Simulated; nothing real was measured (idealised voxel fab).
process module | voxel released beams
cross-section cut | 295 nm wide | cells 5 nm
A cross-section is a grid of square cells, given in bands from the top down. A band is one or more rows of cells.
Each band's line starts with the height of the band's top and of its bottom, in nm. Then come its materials from left to right, each with its width in nm. One material with "throughout" fills the band from edge to edge. "air" is empty space.
Height 0 is the level under which the wafer as received is all one material. The lowest band goes on downwards, as in "0 down".
A width such as "30 to 40" changes by the same amount from each row of cells to the next, from the band's top row to its bottom row.
"no change" after a step means that no cell of the cross-section changed.
closed voids: empty space of 8 cells or more with no open way to the top, each as width x height at its distance from the left edge, in nm
after a step's settings: what the simulator itself notes on the step
overlay nm, on a step with a mask: how far to the right of its planned place the mask lay; to the left if negative
plan
1 op RECEIVE | material Si
2 op CONFORMAL_DEP | material SiN | thk nm 5
3 op DIRECTIONAL_DEP | material SiO2 | thk nm 10
4 op MASKED_ETCH | tone open | mask id ANCHOR | width nm 45 | etch materials SiO2 | depth nm 10 | overlay nm 0
5 op CONFORMAL_DEP | material TiN | thk nm 15
6 op PATTERN | tone cover | mask id BEAM | material resist | width nm 105 | thk nm 15 | overlay nm 0
7 op DIRECTIONAL_ETCH | etch materials TiN | depth nm 15
8 op STRIP | etch materials resist
9 op STRIP | etch materials SiO2
as received, after step 1
  0 down: Si throughout
  closed voids: none
first wafer at the end, as planned
  30 to 20: air 90 | TiN 20 | air 15 | TiN 70 | air 100
  20 to 15: air 90 | TiN 105 | air 100
  15 to 5: air 95 | TiN 45 | air 155
  5 to 0: SiN throughout
  0 down: Si throughout
  closed voids: none
second wafer at the end: like start, like plan, one mistake
  30 to 20: air 95 | TiN 15 | air 15 | TiN 70 | air 100
  20 to 15: air 95 | TiN 100 | air 100
  15 to 5: air 95 | TiN 45 | air 155
  5 to 0: SiN throughout
  0 down: Si throughout
  closed voids: none
what went wrong: step 6 ran as: op PATTERN | tone cover | mask id BEAM | material resist | width nm 100 | thk nm 15 | overlay nm 0
at the end the second wafer has, in cells: 3 fewer of TiN
